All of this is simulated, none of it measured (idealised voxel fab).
The name of this process module is voxel self aligned contacts.
Xsec cut, 280 nm wide, square cell size 5 nm.
If you're reading a cross-section in this doc, picture square cells in a grid; it comes to you as bands, top ones listed first down to the bottom, and a band can be one or more rows of cells.
Look at the band entry: it leads with the top's height and the bottom's height in nm. Then it lists the materials left to right, with a width in nm for each. The word "full width" on a single material says that material fills the band edge to edge. The word "empty" is empty space.
Height 0 is the level under which the wafer as received is all one material. The lowest band goes on downwards, as in "top 0, no bottom".
A two-number width, for instance "30 to 40", indicates that the width is equal to the first number in the top row of the band and to the second number in the bottom row, and that it changes by a constant amount per row of cells.
You'll sometimes find "no change" written for a step, and that's the way of saying that nowhere in the cross-section did a cell change during that step.
Heads up: "Sealed cavities" only lists the empty pockets with no open path to the top that are 8 cells or more, and it writes them as width x height at distance, distance from the left edge, in nm.
Note: text after step settings on the step line = simulator remark on that step.
"overlay nm" answers the question of how far to the right of plan the mask lay on a step that has a mask, and when it is negative the answer is to the left.

Below is the list of planned process steps
step 1: RECEIVE: material Si
step 2: CONFORMAL_DEP: material SiO2, thk nm 5
step 3: DIRECTIONAL_DEP: material polySi, thk nm 30
step 4: DIRECTIONAL_DEP: material SiN, thk nm 15
step 5: MASKED_ETCH: tone cover, mask id GATE, width nm 15, pitch nm 60, etch materials SiN, depth nm 15, overlay nm 0
step 6: MASKED_ETCH: tone cover, mask id GATE, width nm 25, pitch nm 60, etch materials polySi, depth nm 30, overlay nm 0
step 7: CONFORMAL_DEP: material SiN, thk nm 5
step 8: DIRECTIONAL_ETCH: etch materials SiN, depth nm 5
step 9: FILL_DEP: material SiO2, thk nm 20
step 10: CMP: height nm 60
step 11: PATTERN: tone open, mask id CONTACT, material resist, width nm 45, thk nm 15, overlay nm 0
step 12: DIRECTIONAL_ETCH: etch materials SiO2, depth nm 60
step 13: STRIP: etch materials resist
step 14: CONFORMAL_DEP: material TiN, thk nm 5
step 15: FILL_DEP: material Ru, thk nm 5
step 16: CMP: height nm 60
step 17: CONFORMAL_DEP: material SiN, thk nm 5
Every wafer here starts from the same state; it is the step 5 width nm that distinguishes them, and the value the plan gives belongs to the first wafer.

After step 1, as received: first of several wafers, cross-section
	top 0, no bottom | Si full width
	Sealed cavities: none

The cross-section of the first of several wafers is given below for the end of the module, after its final step, step 17
	top 65, bottom 60 | SiN full width
	top 60, bottom 50 | SiO2=115 | TiN=5 to 10 | Ru=35 to 25 | TiN=5 to 10 | SiO2=120
	top 50, bottom 40 | SiO2=95 | SiN=25 | TiN=5 | Ru=25 | TiN=5 | SiN=25 | SiO2=100
	top 40, bottom 35 | SiO2=95 | SiN=25 | TiN=10 | Ru=15 | TiN=10 | SiN=25 | SiO2=100
	top 35, bottom 5 | SiO2=90 | SiN=5 | polySi=25 | SiN=5 | TiN=5 | Ru=15 | TiN=5 | SiN=5 | polySi=25 | SiN=5 | SiO2=95
	top 5, bottom 0 | SiO2=125 | TiN=25 | SiO2=130
	top 0, no bottom | Si full width
	Sealed cavities: none

Last-wafer cross-section at the end of the module
	top 65, bottom 60 | SiN full width
	top 60, bottom 55 | SiO2=115 | TiN=5 | Ru=35 | TiN=5 | SiO2=120
	top 55, bottom 50 | SiO2=115 | TiN=45 | SiO2=120
	top 50, bottom 35 | SiO2=85 | SiN=50 | TiN=10 | SiN=50 | SiO2=85
	top 35, bottom 5 | SiO2=85 | SiN=5 | polySi=40 | SiN=5 | TiN=10 | SiN=5 | polySi=40 | SiN=5 | SiO2=85
	top 5, bottom 0 | SiO2=135 | TiN=10 | SiO2=135
	top 0, no bottom | Si full width
	Sealed cavities: none

What follows is a table in which each wafer occupies a row; for the wafer as it stands at the close of the module, the row states, material by material, how many cells have been gained (+) or lost (-) since receipt, and then gives its closed voids
width nm 15 | +43 Ru | +110 SiN | +484 SiO2 | +31 TiN | +60 polySi | Sealed cavities: none
width nm 20 | +40 Ru | +116 SiN | +481 SiO2 | +31 TiN | +60 polySi | Sealed cavities: none
width nm 25 | +37 Ru | +122 SiN | +478 SiO2 | +31 TiN | +60 polySi | Sealed cavities: none
width nm 30 | +27 Ru | +128 SiN | +470 SiO2 | +31 TiN | +72 polySi | Sealed cavities: none
width nm 35 | +17 Ru | +134 SiN | +462 SiO2 | +31 TiN | +84 polySi | Sealed cavities: none
width nm 40 | +7 Ru | +140 SiN | +454 SiO2 | +31 TiN | +96 polySi | Sealed cavities: none
